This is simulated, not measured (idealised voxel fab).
process module | voxel quadruple lines
cross-section cut | 290 nm wide | cells 5 nm
A cross-section is a grid of square cells, given in bands from the top down. A band is one or more rows of cells.
Each band's line starts with the height of the band's top and of its bottom, in nm. Then come its materials from left to right, each with its width in nm. One material with "throughout" fills the band from edge to edge. "air" is empty space.
Height 0 is the level under which the wafer as received is all one material. The lowest band goes on downwards, as in "0 down".
A width such as "30 to 40" changes by the same amount from each row of cells to the next, from the band's top row to its bottom row.
"no change" after a step means that no cell of the cross-section changed.
closed voids: empty space of 8 cells or more with no open way to the top, each as width x height at its distance from the left edge, in nm
after a step's settings: what the simulator itself notes on the step
overlay nm, on a step with a mask: how far to the right of its planned place the mask lay; to the left if negative
plan
1 op RECEIVE | material Si
2 op CONFORMAL_DEP | material SiO2 | thk nm 10
3 op DIRECTIONAL_DEP | material Ru | thk nm 10
4 op DIRECTIONAL_DEP | material polySi | thk nm 15
5 op DIRECTIONAL_DEP | material aC | thk nm 20
6 op PATTERN | tone cover | mask id MANDREL | material resist | width nm 20 | thk nm 25 | overlay nm 0
7 op DIRECTIONAL_ETCH | etch materials aC | depth nm 20
8 op STRIP | etch materials resist
9 op CONFORMAL_DEP | material SiO2 | thk nm 10
10 op DIRECTIONAL_ETCH | etch materials SiO2 | depth nm 10
11 op STRIP | etch materials aC
12 op DIRECTIONAL_ETCH | etch materials polySi | depth nm 15
13 op STRIP | etch materials SiO2
14 op CONFORMAL_DEP | material SiCN | thk nm 5
15 op DIRECTIONAL_ETCH | etch materials SiCN | depth nm 5
16 op STRIP | etch materials polySi
17 op DIRECTIONAL_ETCH | etch materials Ru | depth nm 10
18 op STRIP | etch materials SiCN
19 op FILL_DEP | material SiO2 | thk nm 10
20 op CMP | height nm 20
as received, after step 1
  0 down: Si throughout
  closed voids: none
first wafer at the end, as planned
  20 to 10: SiO2 120 | Ru 5 | SiO2 10 | Ru 5 | SiO2 10 | Ru 5 | SiO2 10 | Ru 5 | SiO2 120
  10 to 0: SiO2 throughout
  0 down: Si throughout
  closed voids: none
second wafer at the end: like start, like plan, one mistake
  20 to 10: SiO2 throughout
  10 to 0: SiO2 120 | Ru 5 | SiO2 10 | Ru 5 | SiO2 10 | Ru 5 | SiO2 10 | Ru 5 | SiO2 120
  0 down: Si throughout
  closed voids: none
what went wrong: step 2 was left out
at the end the second wafer has, in cells: as many of each material as the first, in other places
